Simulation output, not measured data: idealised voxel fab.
The following is a process module called voxel fin reveal.
This is section cut - it's 155 nm across, gridded in 5 nm square cells.
Cross-sections here: square-cell grids, written as top-down lists of bands, a band being one or more rows of cells.
Heights first: top, then bottom, in nm. Then materials, left to right, each with a width in nm. "edge to edge" on a single material: fills the band edge to edge. "air": empty space.
We count height from 0. Below that, the starting wafer is all one material. The lowest band never ends at the bottom but goes on down; see "0 and below" for how that is written.
Top row gets the first number, bottom row gets the second, and each row in between changes by the same step: that is how a band width like "30 to 40" works.
Key: "same as before" - step with no changed cell in the cross-section.
The entry titled "Sealed void inventory" provides the empty spaces that have no open way to the top, restricted to those of 8 cells or more. Each is presented as width x height at distance, the distance being measured from the left edge, with all three in nm.
It should be noted that, on the line of a given step, the content following the step's settings is a remark produced by the simulator itself with respect to that step.
overlay nm, on a step with a mask: how far to the right of its planned place the mask lay; to the left if negative

Planned step list for the process
1,RECEIVE | material Si
2,CONFORMAL_DEP | material SiN | thk nm 10
3,DIRECTIONAL_DEP | material aC | thk nm 15
4,PATTERN | tone cover | mask id FINS | material resist | width nm 15 | pitch nm 40 | thk nm 30 | overlay nm 0
5,DIRECTIONAL_ETCH | etch materials aC | depth nm 15
6,STRIP | etch materials resist
7,DIRECTIONAL_ETCH | etch materials SiN | depth nm 10
8,DIRECTIONAL_ETCH | etch materials Si | depth nm 30
9,STRIP | etch materials aC
10,FILL_DEP | material SiO2 | thk nm 15
11,CMP | height nm 10
12,SELECTIVE_ETCH | etch materials SiO2 | depth nm 30
13,STRIP | etch materials SiN
14,CONFORMAL_DEP | material HfO2 | thk nm 5

First of two wafers: run as planned

As received, after step 1
	0 and below = Si edge to edge
	Sealed void inventory: none

Step 2 complete: cross-section through the wafer
	10 down to 0 = SiN edge to edge
	Below a height of 0, the structure has not been altered.

Step 3 complete: cross-section through the wafer
	25 down to 10 = aC edge to edge
	Below a height of 10, the structure has not been altered.

Step 4 complete: cross-section through the wafer
	55 down to 25 = air=50, resist=15, air=25, resist=15, air=50
	Below a height of 25, the structure has not been altered.

Step 5 complete: cross-section through the wafer
	40 down to 25 = air=50, resist=15, air=25, resist=15, air=50
	25 down to 10 = air=50, aC=15, air=25, aC=15, air=50
	Below a height of 10, the structure has not been altered.

Step 6 complete: cross-section through the wafer
	25 down to 10 = air=50, aC=15, air=25, aC=15, air=50
	Below a height of 10, the structure has not been altered.

Step 7 complete: cross-section through the wafer
	25 down to 10 = air=50, aC=15, air=25, aC=15, air=50
	10 down to 0 = air=50, SiN=15, air=25, SiN=15, air=50
	Below a height of 0, the structure has not been altered.

Step 8 complete: cross-section through the wafer
	25 down to 10 = air=50, aC=15, air=25, aC=15, air=50
	10 down to 0 = air=50, SiN=15, air=25, SiN=15, air=50
	0 down to -30 = air=50, Si=15, air=25, Si=15, air=50
	Below a height of -30, the structure has not been altered.

Step 9 complete: cross-section through the wafer
	10 down to 0 = air=50, SiN=15, air=25, SiN=15, air=50
	Below a height of 0, the structure has not been altered.

Step 10 complete: cross-section through the wafer
	25 down to 10 = SiO2 edge to edge
	10 down to 0 = SiO2=50, SiN=15, SiO2=25, SiN=15, SiO2=50
	0 down to -30 = SiO2=50, Si=15, SiO2=25, Si=15, SiO2=50
	Below a height of -30, the structure has not been altered.

Step 11 complete: cross-section through the wafer
	10 down to 0 = SiO2=50, SiN=15, SiO2=25, SiN=15, SiO2=50
	Below a height of 0, the structure has not been altered.

Step 12 complete: cross-section through the wafer
	10 down to 0 = air=50, SiN=15, air=25, SiN=15, air=50
	0 down to -20 = air=50, Si=15, air=25, Si=15, air=50
	Below a height of -20, the structure has not been altered.

Step 13 complete: cross-section through the wafer
	0 down to -20 = air=50, Si=15, air=25, Si=15, air=50
	Below a height of -20, the structure has not been altered.

Step 14 complete: cross-section through the wafer
	5 down to 0 = air=45, HfO2=25, air=15, HfO2=25, air=45
	0 down to -15 = air=45, HfO2=5, Si=15, HfO2=5, air=15, HfO2=5, Si=15, HfO2=5, air=45
	-15 down to -20 = HfO2=50, Si=15, HfO2=25, Si=15, HfO2=50
	Below a height of -20, the structure has not been altered.

Second wafer, same starting conditions and recipe as the first, one mistake in executing it, nothing differs from the first up to and including step 12

The second wafer cut through, at the time step 13 was supposed to be finished
	10 down to 0 = air=50, SiN=15, air=25, SiN=15, air=50
	0 down to -30 = air=50, Si=15, air=25, Si=15, air=50
	Below a height of -30, the structure has not been altered.

The second wafer cut through, at the time step 14 was supposed to be finished
	15 down to 10 = air=45, HfO2=25, air=15, HfO2=25, air=45
	10 down to 0 = air=45, HfO2=5, SiN=15, HfO2=5, air=15, HfO2=5, SiN=15, HfO2=5, air=45
	0 down to -25 = air=45, HfO2=5, Si=15, HfO2=5, air=15, HfO2=5, Si=15, HfO2=5, air=45
	-25 down to -30 = HfO2=50, Si=15, HfO2=25, Si=15, HfO2=50
	Below a height of -30, the structure has not been altered.
What went wrong in running the wafer? off-plan run, step 13, actual operation and settings STRIP | etch materials SiO2
Materials where the second wafer ends with more or fewer cells than the first: HfO2: 16 more, SiN: 12 more, SiO2: 50 fewer
